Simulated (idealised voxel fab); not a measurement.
Herein follows the process module entitled voxel quadruple lines.
The figure presents cross-section cut, which has a width of 200 nm and is divided into square cells with an edge length of 5 nm.
For the purposes of this document, a cross-section shall be understood as a grid of square cells, specified as bands listed in top-to-bottom order, each band consisting of one or more rows of cells.
Band: top and bottom heights (nm) first, top before bottom; then materials from left to right, widths in nm. "edge to edge" marks a sole material filling the band edge to edge. "air" denotes empty space.
Height is counted from the level 0, under which the received wafer is composed throughout of one material. The lowest of the bands is not closed at the bottom but continues downward, in the notation "z 0 and below".
A width given as "30 to 40" starts at the first number in the band's top row and ends at the second number in its bottom row, shifting by an equal amount at every step from row to row.
It should be understood that the words "left unchanged", when stated for a given step, signify that the cross-section underwent no change in any of its cells during that step.
Closed empty spaces (no open way to the top) of 8 cells or more are what "Encapsulated voids" lists, each as width x height at distance from the left edge, nm for all three.
It should be noted that, on the line of a given step, the content following the step's settings is a remark produced by the simulator itself with respect to that step.
A step line may carry the setting "overlay nm", which, for steps involving a mask, states the distance by which the mask lay to the right of its intended position; negative values denote displacement to the left.
### Below is the list of planned process steps
1) RECEIVE,material Si
2) CONFORMAL_DEP,material Al2O3,thk nm 10
3) DIRECTIONAL_DEP,material TiN,thk nm 10
4) DIRECTIONAL_DEP,material polySi,thk nm 15
5) DIRECTIONAL_DEP,material aC,thk nm 20
6) PATTERN,tone cover,mask id MANDREL,material resist,width nm 30,thk nm 30,overlay nm 0
7) DIRECTIONAL_ETCH,etch materials aC,depth nm 20
8) STRIP,etch materials resist
9) CONFORMAL_DEP,material SiO2,thk nm 10
10) DIRECTIONAL_ETCH,etch materials SiO2,depth nm 10
11) STRIP,etch materials aC
12) DIRECTIONAL_ETCH,etch materials polySi,depth nm 15
13) STRIP,etch materials SiO2
14) CONFORMAL_DEP,material SiCN,thk nm 10
15) DIRECTIONAL_ETCH,etch materials SiCN,depth nm 10
16) STRIP,etch materials polySi
17) DIRECTIONAL_ETCH,etch materials TiN,depth nm 10
18) STRIP,etch materials SiCN
### Delivered wafer in cross-section: state after step 1
- z 0 and below  Si edge to edge
- Encapsulated voids: none
### End-of-module cross-section. Starting structure and process plan as above; one mistake made in running it
- z 20 to 10  air: 70 | TiN: 10 | air: 10 | TiN: 10 | air: 10 | TiN: 10 | air: 10 | TiN: 10 | air: 60
- z 10 to 0  Al2O3 edge to edge
- z 0 and below  Si edge to edge
- Encapsulated voids: none
Against the plan, the run slipped here: step 6: run off-plan, actual operation and settings PATTERN,tone cover,mask id MANDREL,material resist,width nm 30,thk nm 30,overlay nm 5
